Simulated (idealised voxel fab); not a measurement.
Herein follows the process module entitled voxel gate over fins.
Each square cell in cross-section cut measures 5 nm, and the section as a whole is 245 nm wide.
We lay out every cross-section as a grid of square cells and spell it out in bands from the top down, where one band means one or more rows of cells.
The entry gives the band's vertical extent as a top height and a bottom height in nm, then its horizontal make-up as materials from left to right, each with a width in nm. "empty" stands for empty space; a single material marked "everywhere" fills the band edge to edge.
Heights from 0 (as-received wafer is one material below). Bottom band endless downward, as "from 0 down".
Note: "30..40" means the width goes from the first number (top row of the band) to the second number (bottom row) in equal steps per row of cells.
Take "nothing was modified" at face value: in the step it is given for, the cross-section changed in none of its cells.
For the entry "Closed void table", the listed items are empty spaces with no open way to the top whose size is 8 cells or more; each item follows the pattern width x height at distance, where distance is from the left edge and all three are in nm.
Note: text after step settings on the step line = simulator remark on that step.
If you see "overlay nm" on a step's line and that step has a mask, it's telling you how far right of where it was planned the mask ended up; a negative number means it went left instead.
The remainder of this document consists of a sequence of paired cross-sections. Each pair presents the cross-section prior to one process step together with the cross-section following it, the latter being rendered only as deep as the lowest band that underwent change. The intervening step, together with its settings, is stated beneath each pair. Because the pairs may originate from different runs of this module on the same starting wafer, a given pair is to be read as continuing from the preceding pair only where its entry headed "Before the step" so indicates.

Before the step:
- from 10 to 0  85 of empty | 20 of SiN | 35 of empty | 20 of SiN | 85 of empty
- from 0 to -40  85 of empty | 5 of SiO2 | 10 of Si | 5 of SiO2 | 35 of empty | 5 of SiO2 | 10 of Si | 5 of SiO2 | 85 of empty
- from -40 to -45  90 of SiO2 | 10 of Si | 45 of SiO2 | 10 of Si | 90 of SiO2
- from -45 down  Si everywhere
- Closed void table: none

As Processed:
- from 20 to 10  SiO2 everywhere
- from 10 to 0  85 of SiO2 | 20 of SiN | 35 of SiO2 | 20 of SiN | 85 of SiO2
- from 0 to -45  90 of SiO2 | 10 of Si | 45 of SiO2 | 10 of Si | 90 of SiO2
- Lower than -45, everything is as it was.
- Closed void table: none
Which operation lies between the before and after views above? FILL_DEP | material SiO2 | thk nm 10

Before the step: carried over from the after image of the pair right above.

As Processed:
- from 10 to 0  85 of SiO2 | 20 of SiN | 35 of SiO2 | 20 of SiN | 85 of SiO2
- Lower than 0, everything is as it was.
- Closed void table: none
Which operation lies between the before and after views above? CMP | height nm 10

Before the step: carried over from the after image of the pair right above.

As Processed:
- from 25 to 10  110 of resist | 15 of empty | 120 of resist
- Lower than 10, everything is as it was.
- Closed void table: none
Which operation lies between the before and after views above? PATTERN | tone open | mask id RAIL | material resist | width nm 15 | thk nm 15 | overlay nm 0

Before the step: carried over from the after image of the pair right above.

As Processed:
- from 25 to 10  110 of resist | 15 of empty | 120 of resist
- from 10 to 0  85 of SiO2 | 20 of SiN | 5 of SiO2 | 15 of empty | 15 of SiO2 | 20 of SiN | 85 of SiO2
- from 0 to -35  90 of SiO2 | 10 of Si | 10 of SiO2 | 15 of empty | 20 of SiO2 | 10 of Si | 90 of SiO2
- Lower than -35, everything is as it was.
- Closed void table: none
Which operation lies between the before and after views above? DIRECTIONAL_ETCH | etch materials SiO2 | depth nm 45

Before the step: carried over from the after image of the pair right above.

As Processed:
- from 10 to 0  85 of SiO2 | 20 of SiN | 5 of SiO2 | 15 of empty | 15 of SiO2 | 20 of SiN | 85 of SiO2
- Lower than 0, everything is as it was.
- Closed void table: none
Which operation lies between the before and after views above? STRIP | etch materials resist

Before the step: carried over from the after image of the pair right above.

As Processed:
- from 15 to 10  115 of TiN | 5 of empty | 125 of TiN
- from 10 to 0  85 of SiO2 | 20 of SiN | 5 of SiO2 | 5 of TiN | 5 of empty | 5 of TiN | 15 of SiO2 | 20 of SiN | 85 of SiO2
- from 0 to -30  90 of SiO2 | 10 of Si | 10 of SiO2 | 5 of TiN | 5 of empty | 5 of TiN | 20 of SiO2 | 10 of Si | 90 of SiO2
- from -30 to -35  90 of SiO2 | 10 of Si | 10 of SiO2 | 15 of TiN | 20 of SiO2 | 10 of Si | 90 of SiO2
- Lower than -35, everything is as it was.
- Closed void table: none
Which operation lies between the before and after views above? CONFORMAL_DEP | material TiN | thk nm 5

Before the step: carried over from the after image of the pair right above.

As Processed:
- from 25 to 15  Ru everywhere
- from 15 to 10  115 of TiN | 5 of Ru | 125 of TiN
- from 10 to 0  85 of SiO2 | 20 of SiN | 5 of SiO2 | 5 of TiN | 5 of Ru | 5 of TiN | 15 of SiO2 | 20 of SiN | 85 of SiO2
- from 0 to -30  90 of SiO2 | 10 of Si | 10 of SiO2 | 5 of TiN | 5 of Ru | 5 of TiN | 20 of SiO2 | 10 of Si | 90 of SiO2
- Lower than -30, everything is as it was.
- Closed void table: none
Which operation lies between the before and after views above? FILL_DEP | material Ru | thk nm 10

Before the step: carried over from the after image of the pair right above.

As Processed:
- from 10 to 0  85 of SiO2 | 20 of SiN | 5 of SiO2 | 5 of TiN | 5 of Ru | 5 of TiN | 15 of SiO2 | 20 of SiN | 85 of SiO2
- Lower than 0, everything is as it was.
- Closed void table: none
Which operation lies between the before and after views above? CMP | height nm 10

Before the step: carried over from the after image of the pair right above.

As Processed:
- from 10 to 0  85 of SiO2 | 20 of SiN | 5 of SiO2 | 15 of empty | 15 of SiO2 | 20 of SiN | 85 of SiO2
- from 0 to -20  90 of SiO2 | 10 of Si | 10 of SiO2 | 15 of empty | 20 of SiO2 | 10 of Si | 90 of SiO2
- Lower than -20, everything is as it was.
- Closed void table: none
Which operation lies between the before and after views above? SELECTIVE_ETCH | etch materials W Ru TiN | depth nm 30

Before the step: carried over from the after image of the pair right above.

As Processed:
- from 15 to 10  SiO2 everywhere
- from 10 to 0  85 of SiO2 | 20 of SiN | 35 of SiO2 | 20 of SiN | 85 of SiO2
- from 0 to -20  90 of SiO2 | 10 of Si | 45 of SiO2 | 10 of Si | 90 of SiO2
- Lower than -20, everything is as it was.
- Closed void table: none
Which operation lies between the before and after views above? FILL_DEP | material SiO2 | thk nm 5

Before the step: carried over from the after image of the pair right above.

As Processed:
- from 10 to 0  85 of SiO2 | 20 of SiN | 35 of SiO2 | 20 of SiN | 85 of SiO2
- Lower than 0, everything is as it was.
- Closed void table: none
Which operation lies between the before and after views above? CMP | height nm 10

Before the step: carried over from the after image of the pair right above.

As Processed:
- from 10 to 0  85 of empty | 20 of SiN | 35 of empty | 20 of SiN | 85 of empty
- from 0 to -10  90 of empty | 10 of Si | 45 of empty | 10 of Si | 90 of empty
- Lower than -10, everything is as it was.
- Closed void table: none
Which operation lies between the before and after views above? SELECTIVE_ETCH | etch materials SiO2 | depth nm 20

Before the step: carried over from the after image of the pair right above.

As Processed:
- from 0 to -10  90 of empty | 10 of Si | 45 of empty | 10 of Si | 90 of empty
- Lower than -10, everything is as it was.
- Closed void table: none
Which operation lies between the before and after views above? STRIP | etch materials SiN

Before the step: carried over from the after image of the pair right above.

As Processed:
- from 5 to 0  85 of empty | 20 of HfO2 | 35 of empty | 20 of HfO2 | 85 of empty
- from 0 to -5  85 of empty | 5 of HfO2 | 10 of Si | 5 of HfO2 | 35 of empty | 5 of HfO2 | 10 of Si | 5 of HfO2 | 85 of empty
- from -5 to -10  90 of HfO2 | 10 of Si | 45 of HfO2 | 10 of Si | 90 of HfO2
- Lower than -10, everything is as it was.
- Closed void table: none
Which operation lies between the before and after views above? CONFORMAL_DEP | material HfO2 | thk nm 5

Before the step: carried over from the after image of the pair right above.

As Processed:
- from 10 to 5  80 of empty | 30 of TiN | 25 of empty | 30 of TiN | 80 of empty
- from 5 to 0  80 of empty | 5 of TiN | 20 of HfO2 | 5 of TiN | 25 of empty | 5 of TiN | 20 of HfO2 | 5 of TiN | 80 of empty
- from 0 to -5  85 of TiN | 5 of HfO2 | 10 of Si | 5 of HfO2 | 35 of TiN | 5 of HfO2 | 10 of Si | 5 of HfO2 | 85 of TiN
- Lower than -5, everything is as it was.
- Closed void table: none
Which operation lies between the before and after views above? CONFORMAL_DEP | material TiN | thk nm 5

Before the step: carried over from the after image of the pair right above.

As Processed:
- from 25 to 10  W everywhere
- from 10 to 5  80 of W | 30 of TiN | 25 of W | 30 of TiN | 80 of W
- from 5 to 0  80 of W | 5 of TiN | 20 of HfO2 | 5 of TiN | 25 of W | 5 of TiN | 20 of HfO2 | 5 of TiN | 80 of W
- Lower than 0, everything is as it was.
- Closed void table: none
Which operation lies between the before and after views above? FILL_DEP | material W | thk nm 15

Before the step: carried over from the after image of the pair right above.

As Processed:
- from 20 to 10  W everywhere
- Lower than 10, everything is as it was.
- Closed void table: none
Which operation lies between the before and after views above? CMP | height nm 20

Before the step: carried over from the after image of the pair right above.

As Processed:
- from 25 to 20  SiN everywhere
- Lower than 20, everything is as it was.
- Closed void table: none
Which operation lies between the before and after views above? CONFORMAL_DEP | material SiN | thk nm 5

Before the step:
- from 10 to 0  85 of SiO2 | 15 of SiN | 40 of SiO2 | 15 of SiN | 90 of SiO2
- from 0 to -45  90 of SiO2 | 5 of Si | 50 of SiO2 | 5 of Si | 95 of SiO2
- from -45 down  Si everywhere
- Closed void table: none

As Processed:
- from 25 to 10  105 of resist | 15 of empty | 125 of resist
- Lower than 10, everything is as it was.
- Closed void table: none
Which operation lies between the before and after views above? PATTERN | tone open | mask id RAIL | material resist | width nm 15 | thk nm 15 | overlay nm -5

Before the step: carried over from the after image of the pair right above.

As Processed:
- from 25 to 10  105 of resist | 15 of empty | 125 of resist
- from 10 to 0  85 of SiO2 | 15 of SiN | 5 of SiO2 | 15 of empty | 20 of SiO2 | 15 of SiN | 90 of SiO2
- from 0 to -35  90 of SiO2 | 5 of Si | 10 of SiO2 | 15 of empty | 25 of SiO2 | 5 of Si | 95 of SiO2
- Lower than -35, everything is as it was.
- Closed void table: none
Which operation lies between the before and after views above? DIRECTIONAL_ETCH | etch materials SiO2 | depth nm 45

Before the step: carried over from the after image of the pair right above.

As Processed:
- from 10 to 0  85 of SiO2 | 15 of SiN | 5 of SiO2 | 15 of empty | 20 of SiO2 | 15 of SiN | 90 of SiO2
- Lower than 0, everything is as it was.
- Closed void table: none
Which operation lies between the before and after views above? STRIP | etch materials resist

Before the step: carried over from the after image of the pair right above.

As Processed:
- from 15 to 10  110 of TiN | 5 of empty | 130 of TiN
- from 10 to 0  85 of SiO2 | 15 of SiN | 5 of SiO2 | 5 of TiN | 5 of empty | 5 of TiN | 20 of SiO2 | 15 of SiN | 90 of SiO2
- from 0 to -30  90 of SiO2 | 5 of Si | 10 of SiO2 | 5 of TiN | 5 of empty | 5 of TiN | 25 of SiO2 | 5 of Si | 95 of SiO2
- from -30 to -35  90 of SiO2 | 5 of Si | 10 of SiO2 | 15 of TiN | 25 of SiO2 | 5 of Si | 95 of SiO2
- Lower than -35, everything is as it was.
- Closed void table: none
Which operation lies between the before and after views above? CONFORMAL_DEP | material TiN | thk nm 5

Before the step: carried over from the after image of the pair right above.

As Processed:
- from 25 to 15  Ru everywhere
- from 15 to 10  110 of TiN | 5 of Ru | 130 of TiN
- from 10 to 0  85 of SiO2 | 15 of SiN | 5 of SiO2 | 5 of TiN | 5 of Ru | 5 of TiN | 20 of SiO2 | 15 of SiN | 90 of SiO2
- from 0 to -30  90 of SiO2 | 5 of Si | 10 of SiO2 | 5 of TiN | 5 of Ru | 5 of TiN | 25 of SiO2 | 5 of Si | 95 of SiO2
- Lower than -30, everything is as it was.
- Closed void table: none
Which operation lies between the before and after views above? FILL_DEP | material Ru | thk nm 10

Before the step: carried over from the after image of the pair right above.

As Processed:
- from 10 to 0  85 of SiO2 | 15 of SiN | 5 of SiO2 | 5 of TiN | 5 of Ru | 5 of TiN | 20 of SiO2 | 15 of SiN | 90 of SiO2
- Lower than 0, everything is as it was.
- Closed void table: none
Which operation lies between the before and after views above? CMP | height nm 10

Before the step: carried over from the after image of the pair right above.

As Processed:
- from 10 to 0  85 of SiO2 | 15 of SiN | 5 of SiO2 | 15 of empty | 20 of SiO2 | 15 of SiN | 90 of SiO2
- from 0 to -20  90 of SiO2 | 5 of Si | 10 of SiO2 | 15 of empty | 25 of SiO2 | 5 of Si | 95 of SiO2
- Lower than -20, everything is as it was.
- Closed void table: none
Which operation lies between the before and after views above? SELECTIVE_ETCH | etch materials W Ru TiN | depth nm 30

Before the step: carried over from the after image of the pair right above.

As Processed:
- from 15 to 10  SiO2 everywhere
- from 10 to 0  85 of SiO2 | 15 of SiN | 40 of SiO2 | 15 of SiN | 90 of SiO2
- from 0 to -20  90 of SiO2 | 5 of Si | 50 of SiO2 | 5 of Si | 95 of SiO2
- Lower than -20, everything is as it was.
- Closed void table: none
Which operation lies between the before and after views above? FILL_DEP | material SiO2 | thk nm 5

Before the step: carried over from the after image of the pair right above.

As Processed:
- from 10 to 0  85 of SiO2 | 15 of SiN | 40 of SiO2 | 15 of SiN | 90 of SiO2
- Lower than 0, everything is as it was.
- Closed void table: none
Which operation lies between the before and after views above? CMP | height nm 10

Before the step: carried over from the after image of the pair right above.

As Processed:
- from 10 to 0  85 of empty | 15 of SiN | 40 of empty | 15 of SiN | 90 of empty
- from 0 to -10  90 of empty | 5 of Si | 50 of empty | 5 of Si | 95 of empty
- Lower than -10, everything is as it was.
- Closed void table: none
Which operation lies between the before and after views above? SELECTIVE_ETCH | etch materials SiO2 | depth nm 20

Before the step: carried over from the after image of the pair right above.

As Processed:
- from 0 to -10  90 of empty | 5 of Si | 50 of empty | 5 of Si | 95 of empty
- Lower than -10, everything is as it was.
- Closed void table: none
Which operation lies between the before and after views above? STRIP | etch materials SiN

Before the step: carried over from the after image of the pair right above.

As Processed:
- from 5 to 0  85 of empty | 15 of HfO2 | 40 of empty | 15 of HfO2 | 90 of empty
- from 0 to -5  85 of empty | 5 of HfO2 | 5 of Si | 5 of HfO2 | 40 of empty | 5 of HfO2 | 5 of Si | 5 of HfO2 | 90 of empty
- from -5 to -10  90 of HfO2 | 5 of Si | 50 of HfO2 | 5 of Si | 95 of HfO2
- Lower than -10, everything is as it was.
- Closed void table: none
Which operation lies between the before and after views above? CONFORMAL_DEP | material HfO2 | thk nm 5

Before the step: carried over from the after image of the pair right above.

As Processed:
- from 10 to 5  80 of empty | 25 of TiN | 30 of empty | 25 of TiN | 85 of empty
- from 5 to 0  80 of empty | 5 of TiN | 15 of HfO2 | 5 of TiN | 30 of empty | 5 of TiN | 15 of HfO2 | 5 of TiN | 85 of empty
- from 0 to -5  85 of TiN | 5 of HfO2 | 5 of Si | 5 of HfO2 | 40 of TiN | 5 of HfO2 | 5 of Si | 5 of HfO2 | 90 of TiN
- Lower than -5, everything is as it was.
- Closed void table: none
Which operation lies between the before and after views above? CONFORMAL_DEP | material TiN | thk nm 5

Before the step: carried over from the after image of the pair right above.

As Processed:
- from 25 to 10  W everywhere
- from 10 to 5  80 of W | 25 of TiN | 30 of W | 25 of TiN | 85 of W
- from 5 to 0  80 of W | 5 of TiN | 15 of HfO2 | 5 of TiN | 30 of W | 5 of TiN | 15 of HfO2 | 5 of TiN | 85 of W
- Lower than 0, everything is as it was.
- Closed void table: none
Which operation lies between the before and after views above? FILL_DEP | material W | thk nm 15

Before the step: carried over from the after image of the pair right above.

As Processed:
- from 20 to 10  W everywhere
- Lower than 10, everything is as it was.
- Closed void table: none
Which operation lies between the before and after views above? CMP | height nm 20

Before the step: carried over from the after image of the pair right above.

As Processed:
- from 25 to 20  SiN everywhere
- Lower than 20, everything is as it was.
- Closed void table: none
Which operation lies between the before and after views above? CONFORMAL_DEP | material SiN | thk nm 5

Before the step:
- from 15 to 10  115 of TiN | 5 of empty | 125 of TiN
- from 10 to 0  85 of SiO2 | 15 of SiN | 10 of SiO2 | 5 of TiN | 5 of empty | 5 of TiN | 15 of SiO2 | 15 of SiN | 90 of SiO2
- from 0 to -30  90 of SiO2 | 5 of Si | 15 of SiO2 | 5 of TiN | 5 of empty | 5 of TiN | 20 of SiO2 | 5 of Si | 95 of SiO2
- from -30 to -35  90 of SiO2 | 5 of Si | 15 of SiO2 | 15 of TiN | 20 of SiO2 | 5 of Si | 95 of SiO2
- from -35 to -45  90 of SiO2 | 5 of Si | 50 of SiO2 | 5 of Si | 95 of SiO2
- from -45 down  Si everywhere
- Closed void table: none

As Processed:
- from 25 to 15  SiO2 everywhere
- from 15 to 10  115 of TiN | 5 of SiO2 | 125 of TiN
- from 10 to 0  85 of SiO2 | 15 of SiN | 10 of SiO2 | 5 of TiN | 5 of SiO2 | 5 of TiN | 15 of SiO2 | 15 of SiN | 90 of SiO2
- from 0 to -30  90 of SiO2 | 5 of Si | 15 of SiO2 | 5 of TiN | 5 of SiO2 | 5 of TiN | 20 of SiO2 | 5 of Si | 95 of SiO2
- Lower than -30, everything is as it was.
- Closed void table: none
Which operation lies between the before and after views above? FILL_DEP | material SiO2 | thk nm 10

Before the step: carried over from the after image of the pair right above.

As Processed:
- from 10 to 0  85 of SiO2 | 15 of SiN | 10 of SiO2 | 5 of TiN | 5 of SiO2 | 5 of TiN | 15 of SiO2 | 15 of SiN | 90 of SiO2
- Lower than 0, everything is as it was.
- Closed void table: none
Which operation lies between the before and after views above? CMP | height nm 10

Before the step: carried over from the after image of the pair right above.

As Processed:
- from 10 to 0  85 of SiO2 | 15 of SiN | 10 of SiO2 | 5 of empty | 5 of SiO2 | 5 of empty | 15 of SiO2 | 15 of SiN | 90 of SiO2
- from 0 to -20  90 of SiO2 | 5 of Si | 15 of SiO2 | 5 of empty | 5 of SiO2 | 5 of empty | 20 of SiO2 | 5 of Si | 95 of SiO2
- Lower than -20, everything is as it was.
- Closed void table: none
Which operation lies between the before and after views above? SELECTIVE_ETCH | etch materials W Ru TiN | depth nm 30

Before the step: carried over from the after image of the pair right above.

As Processed:
- from 15 to 10  SiO2 everywhere
- from 10 to 0  85 of SiO2 | 15 of SiN | 40 of SiO2 | 15 of SiN | 90 of SiO2
- from 0 to -20  90 of SiO2 | 5 of Si | 50 of SiO2 | 5 of Si | 95 of SiO2
- Lower than -20, everything is as it was.
- Closed void table: none
Which operation lies between the before and after views above? FILL_DEP | material SiO2 | thk nm 5

Before the step: carried over from the after image of the pair right above.

As Processed:
- from 10 to 0  85 of SiO2 | 15 of SiN | 40 of SiO2 | 15 of SiN | 90 of SiO2
- Lower than 0, everything is as it was.
- Closed void table: none
Which operation lies between the before and after views above? CMP | height nm 10

Before the step: carried over from the after image of the pair right above.

As Processed:
- from 10 to 0  85 of empty | 15 of SiN | 40 of empty | 15 of SiN | 90 of empty
- from 0 to -10  90 of empty | 5 of Si | 50 of empty | 5 of Si | 95 of empty
- Lower than -10, everything is as it was.
- Closed void table: none
Which operation lies between the before and after views above? SELECTIVE_ETCH | etch materials SiO2 | depth nm 20

Before the step: carried over from the after image of the pair right above.

As Processed:
- from 0 to -10  90 of empty | 5 of Si | 50 of empty | 5 of Si | 95 of empty
- Lower than -10, everything is as it was.
- Closed void table: none
Which operation lies between the before and after views above? STRIP | etch materials SiN

Before the step: carried over from the after image of the pair right above.

As Processed:
- from 5 to 0  85 of empty | 15 of HfO2 | 40 of empty | 15 of HfO2 | 90 of empty
- from 0 to -5  85 of empty | 5 of HfO2 | 5 of Si | 5 of HfO2 | 40 of empty | 5 of HfO2 | 5 of Si | 5 of HfO2 | 90 of empty
- from -5 to -10  90 of HfO2 | 5 of Si | 50 of HfO2 | 5 of Si | 95 of HfO2
- Lower than -10, everything is as it was.
- Closed void table: none
Which operation lies between the before and after views above? CONFORMAL_DEP | material HfO2 | thk nm 5

Before the step: carried over from the after image of the pair right above.

As Processed:
- from 10 to 5  80 of empty | 25 of TiN | 30 of empty | 25 of TiN | 85 of empty
- from 5 to 0  80 of empty | 5 of TiN | 15 of HfO2 | 5 of TiN | 30 of empty | 5 of TiN | 15 of HfO2 | 5 of TiN | 85 of empty
- from 0 to -5  85 of TiN | 5 of HfO2 | 5 of Si | 5 of HfO2 | 40 of TiN | 5 of HfO2 | 5 of Si | 5 of HfO2 | 90 of TiN
- Lower than -5, everything is as it was.
- Closed void table: none
Which operation lies between the before and after views above? CONFORMAL_DEP | material TiN | thk nm 5

Before the step: carried over from the after image of the pair right above.

As Processed:
- from 25 to 10  W everywhere
- from 10 to 5  80 of W | 25 of TiN | 30 of W | 25 of TiN | 85 of W
- from 5 to 0  80 of W | 5 of TiN | 15 of HfO2 | 5 of TiN | 30 of W | 5 of TiN | 15 of HfO2 | 5 of TiN | 85 of W
- Lower than 0, everything is as it was.
- Closed void table: none
Which operation lies between the before and after views above? FILL_DEP | material W | thk nm 15

Before the step: carried over from the after image of the pair right above.

As Processed:
- from 20 to 10  W everywhere
- Lower than 10, everything is as it was.
- Closed void table: none
Which operation lies between the before and after views above? CMP | height nm 20

Before the step: carried over from the after image of the pair right above.

As Processed:
- from 25 to 20  SiN everywhere
- Lower than 20, everything is as it was.
- Closed void table: none
Which operation lies between the before and after views above? CONFORMAL_DEP | material SiN | thk nm 5

Before the step:
- from 10 to 0  85 of SiO2 | 15 of SiN | 40 of SiO2 | 15 of SiN | 90 of SiO2
- from 0 to -45  90 of SiO2 | 5 of Si | 50 of SiO2 | 5 of Si | 95 of SiO2
- from -45 down  Si everywhere
- Closed void table: none

As Processed:
- from 25 to 10  110 of empty | 15 of resist | 120 of empty
- Lower than 10, everything is as it was.
- Closed void table: none
Which operation lies between the before and after views above? PATTERN | tone cover | mask id RAIL | material resist | width nm 15 | thk nm 15 | overlay nm 0

Before the step: carried over from the after image of the pair right above.

As Processed:
- from 25 to 10  110 of empty | 15 of resist | 120 of empty
- from 10 to 0  85 of empty | 15 of SiN | 10 of empty | 15 of SiO2 | 15 of empty | 15 of SiN | 90 of empty
- from 0 to -35  85 of empty | 5 of SiO2 | 5 of Si | 5 of SiO2 | 10 of empty | 15 of SiO2 | 15 of empty | 5 of SiO2 | 5 of Si | 5 of SiO2 | 90 of empty
- Lower than -35, everything is as it was.
- Closed void table: none
Which operation lies between the before and after views above? DIRECTIONAL_ETCH | etch materials SiO2 | depth nm 45

Before the step: carried over from the after image of the pair right above.

As Processed:
- from 10 to 0  85 of empty | 15 of SiN | 10 of empty | 15 of SiO2 | 15 of empty | 15 of SiN | 90 of empty
- Lower than 0, everything is as it was.
- Closed void table: none
Which operation lies between the before and after views above? STRIP | etch materials resist

Before the step: carried over from the after image of the pair right above.

As Processed:
- from 15 to 10  80 of empty | 50 of TiN | 5 of empty | 25 of TiN | 85 of empty
- from 10 to 0  80 of empty | 5 of TiN | 15 of SiN | 10 of TiN | 15 of SiO2 | 5 of TiN | 5 of empty | 5 of TiN | 15 of SiN | 5 of TiN | 85 of empty
- from 0 to -30  80 of empty | 5 of TiN | 5 of SiO2 | 5 of Si | 5 of SiO2 | 10 of TiN | 15 of SiO2 | 5 of TiN | 5 of empty | 5 of TiN | 5 of SiO2 | 5 of Si | 5 of SiO2 | 5 of TiN | 85 of empty
- from -30 to -35  85 of TiN | 5 of SiO2 | 5 of Si | 5 of SiO2 | 10 of TiN | 15 of SiO2 | 15 of TiN | 5 of SiO2 | 5 of Si | 5 of SiO2 | 90 of TiN
- Lower than -35, everything is as it was.
- Closed void table: none
Which operation lies between the before and after views above? CONFORMAL_DEP | material TiN | thk nm 5

Before the step: carried over from the after image of the pair right above.

As Processed:
- from 25 to 15  Ru everywhere
- from 15 to 10  80 of Ru | 50 of TiN | 5 of Ru | 25 of TiN | 85 of Ru
- from 10 to 0  80 of Ru | 5 of TiN | 15 of SiN | 10 of TiN | 15 of SiO2 | 5 of TiN | 5 of Ru | 5 of TiN | 15 of SiN | 5 of TiN | 85 of Ru
- from 0 to -30  80 of Ru | 5 of TiN | 5 of SiO2 | 5 of Si | 5 of SiO2 | 10 of TiN | 15 of SiO2 | 5 of TiN | 5 of Ru | 5 of TiN | 5 of SiO2 | 5 of Si | 5 of SiO2 | 5 of TiN | 85 of Ru
- Lower than -30, everything is as it was.
- Closed void table: none
Which operation lies between the before and after views above? FILL_DEP | material Ru | thk nm 10

Before the step: carried over from the after image of the pair right above.

As Processed:
- from 10 to 0  80 of Ru | 5 of TiN | 15 of SiN | 10 of TiN | 15 of SiO2 | 5 of TiN | 5 of Ru | 5 of TiN | 15 of SiN | 5 of TiN | 85 of Ru
- Lower than 0, everything is as it was.
- Closed void table: none
Which operation lies between the before and after views above? CMP | height nm 10

Before the step: carried over from the after image of the pair right above.

As Processed:
- from 10 to 0  85 of empty | 15 of SiN | 10 of empty | 15 of SiO2 | 15 of empty | 15 of SiN | 90 of empty
- from 0 to -20  85 of empty | 5 of SiO2 | 5 of Si | 5 of SiO2 | 10 of empty | 15 of SiO2 | 15 of empty | 5 of SiO2 | 5 of Si | 5 of SiO2 | 90 of empty
- Lower than -20, everything is as it was.
- Closed void table: none
Which operation lies between the before and after views above? SELECTIVE_ETCH | etch materials W Ru TiN | depth nm 30

Before the step: carried over from the after image of the pair right above.

As Processed:
- from 15 to 10  SiO2 everywhere
- from 10 to 0  85 of SiO2 | 15 of SiN | 40 of SiO2 | 15 of SiN | 90 of SiO2
- from 0 to -20  90 of SiO2 | 5 of Si | 50 of SiO2 | 5 of Si | 95 of SiO2
- Lower than -20, everything is as it was.
- Closed void table: none
Which operation lies between the before and after views above? FILL_DEP | material SiO2 | thk nm 5

Before the step: carried over from the after image of the pair right above.

As Processed:
- from 10 to 0  85 of SiO2 | 15 of SiN | 40 of SiO2 | 15 of SiN | 90 of SiO2
- Lower than 0, everything is as it was.
- Closed void table: none
Which operation lies between the before and after views above? CMP | height nm 10

Before the step: carried over from the after image of the pair right above.

As Processed:
- from 10 to 0  85 of empty | 15 of SiN | 40 of empty | 15 of SiN | 90 of empty
- from 0 to -10  90 of empty | 5 of Si | 50 of empty | 5 of Si | 95 of empty
- Lower than -10, everything is as it was.
- Closed void table: none
Which operation lies between the before and after views above? SELECTIVE_ETCH | etch materials SiO2 | depth nm 20

Before the step: carried over from the after image of the pair right above.

As Processed:
- from 0 to -10  90 of empty | 5 of Si | 50 of empty | 5 of Si | 95 of empty
- Lower than -10, everything is as it was.
- Closed void table: none
Which operation lies between the before and after views above? STRIP | etch materials SiN

Before the step: carried over from the after image of the pair right above.

As Processed:
- from 5 to 0  85 of empty | 15 of HfO2 | 40 of empty | 15 of HfO2 | 90 of empty
- from 0 to -5  85 of empty | 5 of HfO2 | 5 of Si | 5 of HfO2 | 40 of empty | 5 of HfO2 | 5 of Si | 5 of HfO2 | 90 of empty
- from -5 to -10  90 of HfO2 | 5 of Si | 50 of HfO2 | 5 of Si | 95 of HfO2
- Lower than -10, everything is as it was.
- Closed void table: none
Which operation lies between the before and after views above? CONFORMAL_DEP | material HfO2 | thk nm 5

Before the step: carried over from the after image of the pair right above.

As Processed:
- from 10 to 5  80 of empty | 25 of TiN | 30 of empty | 25 of TiN | 85 of empty
- from 5 to 0  80 of empty | 5 of TiN | 15 of HfO2 | 5 of TiN | 30 of empty | 5 of TiN | 15 of HfO2 | 5 of TiN | 85 of empty
- from 0 to -5  85 of TiN | 5 of HfO2 | 5 of Si | 5 of HfO2 | 40 of TiN | 5 of HfO2 | 5 of Si | 5 of HfO2 | 90 of TiN
- Lower than -5, everything is as it was.
- Closed void table: none
Which operation lies between the before and after views above? CONFORMAL_DEP | material TiN | thk nm 5

Before the step: carried over from the after image of the pair right above.

As Processed:
- from 25 to 10  W everywhere
- from 10 to 5  80 of W | 25 of TiN | 30 of W | 25 of TiN | 85 of W
- from 5 to 0  80 of W | 5 of TiN | 15 of HfO2 | 5 of TiN | 30 of W | 5 of TiN | 15 of HfO2 | 5 of TiN | 85 of W
- Lower than 0, everything is as it was.
- Closed void table: none
Which operation lies between the before and after views above? FILL_DEP | material W | thk nm 15

Before the step: carried over from the after image of the pair right above.

As Processed:
- from 20 to 10  W everywhere
- Lower than 10, everything is as it was.
- Closed void table: none
Which operation lies between the before and after views above? CMP | height nm 20

Before the step: carried over from the after image of the pair right above.

As Processed:
- from 25 to 20  SiN everywhere
- Lower than 20, everything is as it was.
- Closed void table: none
Which operation lies between the before and after views above? CONFORMAL_DEP | material SiN | thk nm 5
